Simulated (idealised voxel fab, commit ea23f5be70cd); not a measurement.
Process module under the name voxel gate over fins
Square cells of 5 nm make up the cross-section cut, whose width is 170 nm.
A cross-section is a grid of square cells, given in bands from the top down. A band is one or more rows of cells.
Each band's line starts with the height of the band's top and of its bottom, in nm. Then come its materials from left to right, each with its width in nm. One material with "all across" fills the band from edge to edge. "empty" is empty space.
Height reference: 0 = level under which incoming wafer is all one material. Lowest band: no bottom, runs on downward, e.g. "z 0 and below".
The two numbers in a width such as "30 to 40" mark its ends across the band: the first belongs to the top row of cells, the second to the bottom row, and from each row to the next the width moves by the same amount.
A step reported as "no modification" is a step in which no cell of the cross-section changed.
Each empty space that has no open way to the top and spans at least 8 cells appears under "Closed void listing" as width x height at distance, the distance counted from the left edge, all in nm.
Heads up: the bit after the settings on a step's line is the simulator's remark on that step.
"overlay nm", when on a step's line for a step with a mask, measures how far to the right of its planned place the mask lay; a negative measure means to the left.

Process steps foreseen in the plan
step 1: RECEIVE, material Si
step 2: CONFORMAL_DEP, material SiN, thk nm 10
step 3: DIRECTIONAL_DEP, material aC, thk nm 15
step 4: PATTERN, tone cover, mask id FINS, material resist, width nm 15, pitch nm 45, thk nm 30, overlay nm 0
step 5: DIRECTIONAL_ETCH, etch materials aC, depth nm 15
step 6: STRIP, etch materials resist
step 7: DIRECTIONAL_ETCH, etch materials SiN, depth nm 10
step 8: DIRECTIONAL_ETCH, etch materials Si, depth nm 40
step 9: STRIP, etch materials aC
step 10: FILL_DEP, material SiO2, thk nm 10
step 11: CMP, height nm 10
step 12: SELECTIVE_ETCH, etch materials SiO2, depth nm 25
step 13: STRIP, etch materials SiN
step 14: CONFORMAL_DEP, material HfO2, thk nm 5
step 15: CONFORMAL_DEP, material TiN, thk nm 5
step 16: CONFORMAL_DEP, material TiAl, thk nm 5
step 17: CONFORMAL_DEP, material TiN, thk nm 5
step 18: FILL_DEP, material W, thk nm 15
step 19: CMP, height nm 30
step 20: CONFORMAL_DEP, material SiCN, thk nm 10

first wafer, as planned

Cross-section of the incoming wafer, state after step 1
* z 0 and below  Si all across
* Closed void listing: none

How the wafer stands in section after step 2
* z 10 to 0  SiN all across
* Under 0: no change, same as before.

How the wafer stands in section after step 3
* z 25 to 10  aC all across
* Under 10: no change, same as before.

How the wafer stands in section after step 4
* z 55 to 25  empty 55 nm, resist 15 nm, empty 30 nm, resist 15 nm, empty 55 nm
* Under 25: no change, same as before.

How the wafer stands in section after step 5
* z 40 to 25  empty 55 nm, resist 15 nm, empty 30 nm, resist 15 nm, empty 55 nm
* z 25 to 10  empty 55 nm, aC 15 nm, empty 30 nm, aC 15 nm, empty 55 nm
* Under 10: no change, same as before.

How the wafer stands in section after step 6
* z 25 to 10  empty 55 nm, aC 15 nm, empty 30 nm, aC 15 nm, empty 55 nm
* Under 10: no change, same as before.

How the wafer stands in section after step 7
* z 25 to 10  empty 55 nm, aC 15 nm, empty 30 nm, aC 15 nm, empty 55 nm
* z 10 to 0  empty 55 nm, SiN 15 nm, empty 30 nm, SiN 15 nm, empty 55 nm
* Under 0: no change, same as before.

How the wafer stands in section after step 8
* z 25 to 10  empty 55 nm, aC 15 nm, empty 30 nm, aC 15 nm, empty 55 nm
* z 10 to 0  empty 55 nm, SiN 15 nm, empty 30 nm, SiN 15 nm, empty 55 nm
* z 0 to -40  empty 55 nm, Si 15 nm, empty 30 nm, Si 15 nm, empty 55 nm
* Under -40: no change, same as before.

How the wafer stands in section after step 9
* z 10 to 0  empty 55 nm, SiN 15 nm, empty 30 nm, SiN 15 nm, empty 55 nm
* Under 0: no change, same as before.

How the wafer stands in section after step 10
* z 20 to 10  SiO2 all across
* z 10 to 0  SiO2 55 nm, SiN 15 nm, SiO2 30 nm, SiN 15 nm, SiO2 55 nm
* z 0 to -40  SiO2 55 nm, Si 15 nm, SiO2 30 nm, Si 15 nm, SiO2 55 nm
* Under -40: no change, same as before.

How the wafer stands in section after step 11
* z 10 to 0  SiO2 55 nm, SiN 15 nm, SiO2 30 nm, SiN 15 nm, SiO2 55 nm
* Under 0: no change, same as before.

How the wafer stands in section after step 12
* z 10 to 0  empty 55 nm, SiN 15 nm, empty 30 nm, SiN 15 nm, empty 55 nm
* z 0 to -15  empty 55 nm, Si 15 nm, empty 30 nm, Si 15 nm, empty 55 nm
* Under -15: no change, same as before.

How the wafer stands in section after step 13
* z 0 to -15  empty 55 nm, Si 15 nm, empty 30 nm, Si 15 nm, empty 55 nm
* Under -15: no change, same as before.

How the wafer stands in section after step 14
* z 5 to 0  empty 50 nm, HfO2 25 nm, empty 20 nm, HfO2 25 nm, empty 50 nm
* z 0 to -10  empty 50 nm, HfO2 5 nm, Si 15 nm, HfO2 5 nm, empty 20 nm, HfO2 5 nm, Si 15 nm, HfO2 5 nm, empty 50 nm
* z -10 to -15  HfO2 55 nm, Si 15 nm, HfO2 30 nm, Si 15 nm, HfO2 55 nm
* Under -15: no change, same as before.

How the wafer stands in section after step 15
* z 10 to 5  empty 45 nm, TiN 35 nm, empty 10 nm, TiN 35 nm, empty 45 nm
* z 5 to 0  empty 45 nm, TiN 5 nm, HfO2 25 nm, TiN 5 nm, empty 10 nm, TiN 5 nm, HfO2 25 nm, TiN 5 nm, empty 45 nm
* z 0 to -5  empty 45 nm, TiN 5 nm, HfO2 5 nm, Si 15 nm, HfO2 5 nm, TiN 5 nm, empty 10 nm, TiN 5 nm, HfO2 5 nm, Si 15 nm, HfO2 5 nm, TiN 5 nm, empty 45 nm
* z -5 to -10  TiN 50 nm, HfO2 5 nm, Si 15 nm, HfO2 5 nm, TiN 20 nm, HfO2 5 nm, Si 15 nm, HfO2 5 nm, TiN 50 nm
* Under -10: no change, same as before.

How the wafer stands in section after step 16
* z 15 to 10  empty 40 nm, TiAl 90 nm, empty 40 nm
* z 10 to 5  empty 40 nm, TiAl 5 nm, TiN 35 nm, TiAl 10 nm, TiN 35 nm, TiAl 5 nm, empty 40 nm
* z 5 to 0  empty 40 nm, TiAl 5 nm, TiN 5 nm, HfO2 25 nm, TiN 5 nm, TiAl 10 nm, TiN 5 nm, HfO2 25 nm, TiN 5 nm, TiAl 5 nm, empty 40 nm
* z 0 to -5  TiAl 45 nm, TiN 5 nm, HfO2 5 nm, Si 15 nm, HfO2 5 nm, TiN 5 nm, TiAl 10 nm, TiN 5 nm, HfO2 5 nm, Si 15 nm, HfO2 5 nm, TiN 5 nm, TiAl 45 nm
* Under -5: no change, same as before.

How the wafer stands in section after step 17
* z 20 to 15  empty 35 nm, TiN 100 nm, empty 35 nm
* z 15 to 10  empty 35 nm, TiN 5 nm, TiAl 90 nm, TiN 5 nm, empty 35 nm
* z 10 to 5  empty 35 nm, TiN 5 nm, TiAl 5 nm, TiN 35 nm, TiAl 10 nm, TiN 35 nm, TiAl 5 nm, TiN 5 nm, empty 35 nm
* z 5 to 0  TiN 40 nm, TiAl 5 nm, TiN 5 nm, HfO2 25 nm, TiN 5 nm, TiAl 10 nm, TiN 5 nm, HfO2 25 nm, TiN 5 nm, TiAl 5 nm, TiN 40 nm
* Under 0: no change, same as before.

How the wafer stands in section after step 18
* z 35 to 20  W all across
* z 20 to 15  W 35 nm, TiN 100 nm, W 35 nm
* z 15 to 10  W 35 nm, TiN 5 nm, TiAl 90 nm, TiN 5 nm, W 35 nm
* z 10 to 5  W 35 nm, TiN 5 nm, TiAl 5 nm, TiN 35 nm, TiAl 10 nm, TiN 35 nm, TiAl 5 nm, TiN 5 nm, W 35 nm
* Under 5: no change, same as before.

How the wafer stands in section after step 19
* z 30 to 20  W all across
* Under 20: no change, same as before.

How the wafer stands in section after step 20
* z 40 to 30  SiCN all across
* Under 30: no change, same as before.

Wafer two. Same start, same plan, one slip in execution. Same as wafer one through step 7, inclusive

What the second wafer looks like in cross-section when step 8 should have wrapped up
* z 25 to 10  empty 55 nm, aC 15 nm, empty 30 nm, aC 15 nm, empty 55 nm
* z 10 to 0  empty 55 nm, SiN 15 nm, empty 30 nm, SiN 15 nm, empty 55 nm
* z 0 to -45  empty 55 nm, Si 15 nm, empty 30 nm, Si 15 nm, empty 55 nm
* Under -45: no change, same as before.

What the second wafer looks like in cross-section when step 9 should have wrapped up
* z 10 to 0  empty 55 nm, SiN 15 nm, empty 30 nm, SiN 15 nm, empty 55 nm
* Under 0: no change, same as before.

What the second wafer looks like in cross-section when step 10 should have wrapped up
* z 20 to 10  SiO2 all across
* z 10 to 0  SiO2 55 nm, SiN 15 nm, SiO2 30 nm, SiN 15 nm, SiO2 55 nm
* z 0 to -45  SiO2 55 nm, Si 15 nm, SiO2 30 nm, Si 15 nm, SiO2 55 nm
* Under -45: no change, same as before.

What the second wafer looks like in cross-section when step 11 should have wrapped up
* z 10 to 0  SiO2 55 nm, SiN 15 nm, SiO2 30 nm, SiN 15 nm, SiO2 55 nm
* Under 0: no change, same as before.

What the second wafer looks like in cross-section when step 12 should have wrapped up
* z 10 to 0  empty 55 nm, SiN 15 nm, empty 30 nm, SiN 15 nm, empty 55 nm
* z 0 to -15  empty 55 nm, Si 15 nm, empty 30 nm, Si 15 nm, empty 55 nm
* Under -15: no change, same as before.

What the second wafer looks like in cross-section when step 13 should have wrapped up
* z 0 to -15  empty 55 nm, Si 15 nm, empty 30 nm, Si 15 nm, empty 55 nm
* Under -15: no change, same as before.

What the second wafer looks like in cross-section when step 14 should have wrapped up
* z 5 to 0  empty 50 nm, HfO2 25 nm, empty 20 nm, HfO2 25 nm, empty 50 nm
* z 0 to -10  empty 50 nm, HfO2 5 nm, Si 15 nm, HfO2 5 nm, empty 20 nm, HfO2 5 nm, Si 15 nm, HfO2 5 nm, empty 50 nm
* z -10 to -15  HfO2 55 nm, Si 15 nm, HfO2 30 nm, Si 15 nm, HfO2 55 nm
* Under -15: no change, same as before.

What the second wafer looks like in cross-section when step 15 should have wrapped up
* z 10 to 5  empty 45 nm, TiN 35 nm, empty 10 nm, TiN 35 nm, empty 45 nm
* z 5 to 0  empty 45 nm, TiN 5 nm, HfO2 25 nm, TiN 5 nm, empty 10 nm, TiN 5 nm, HfO2 25 nm, TiN 5 nm, empty 45 nm
* z 0 to -5  empty 45 nm, TiN 5 nm, HfO2 5 nm, Si 15 nm, HfO2 5 nm, TiN 5 nm, empty 10 nm, TiN 5 nm, HfO2 5 nm, Si 15 nm, HfO2 5 nm, TiN 5 nm, empty 45 nm
* z -5 to -10  TiN 50 nm, HfO2 5 nm, Si 15 nm, HfO2 5 nm, TiN 20 nm, HfO2 5 nm, Si 15 nm, HfO2 5 nm, TiN 50 nm
* Under -10: no change, same as before.

What the second wafer looks like in cross-section when step 16 should have wrapped up
* z 15 to 10  empty 40 nm, TiAl 90 nm, empty 40 nm
* z 10 to 5  empty 40 nm, TiAl 5 nm, TiN 35 nm, TiAl 10 nm, TiN 35 nm, TiAl 5 nm, empty 40 nm
* z 5 to 0  empty 40 nm, TiAl 5 nm, TiN 5 nm, HfO2 25 nm, TiN 5 nm, TiAl 10 nm, TiN 5 nm, HfO2 25 nm, TiN 5 nm, TiAl 5 nm, empty 40 nm
* z 0 to -5  TiAl 45 nm, TiN 5 nm, HfO2 5 nm, Si 15 nm, HfO2 5 nm, TiN 5 nm, TiAl 10 nm, TiN 5 nm, HfO2 5 nm, Si 15 nm, HfO2 5 nm, TiN 5 nm, TiAl 45 nm
* Under -5: no change, same as before.

What the second wafer looks like in cross-section when step 17 should have wrapped up
* z 20 to 15  empty 35 nm, TiN 100 nm, empty 35 nm
* z 15 to 10  empty 35 nm, TiN 5 nm, TiAl 90 nm, TiN 5 nm, empty 35 nm
* z 10 to 5  empty 35 nm, TiN 5 nm, TiAl 5 nm, TiN 35 nm, TiAl 10 nm, TiN 35 nm, TiAl 5 nm, TiN 5 nm, empty 35 nm
* z 5 to 0  TiN 40 nm, TiAl 5 nm, TiN 5 nm, HfO2 25 nm, TiN 5 nm, TiAl 10 nm, TiN 5 nm, HfO2 25 nm, TiN 5 nm, TiAl 5 nm, TiN 40 nm
* Under 0: no change, same as before.

What the second wafer looks like in cross-section when step 18 should have wrapped up
* z 35 to 20  W all across
* z 20 to 15  W 35 nm, TiN 100 nm, W 35 nm
* z 15 to 10  W 35 nm, TiN 5 nm, TiAl 90 nm, TiN 5 nm, W 35 nm
* z 10 to 5  W 35 nm, TiN 5 nm, TiAl 5 nm, TiN 35 nm, TiAl 10 nm, TiN 35 nm, TiAl 5 nm, TiN 5 nm, W 35 nm
* Under 5: no change, same as before.

What the second wafer looks like in cross-section when step 19 should have wrapped up
* z 30 to 20  W all across
* Under 20: no change, same as before.

What the second wafer looks like in cross-section when step 20 should have wrapped up
* z 40 to 30  SiCN all across
* Under 30: no change, same as before.
Against the plan, the run slipped here: off-plan run, step 8, actual operation and settings DIRECTIONAL_ETCH, etch materials Si, depth nm 45
Looking at both finished wafers in cells, the second ends up ahead of or behind the first on some materials: 28 fewer of Si, 28 more of SiO2
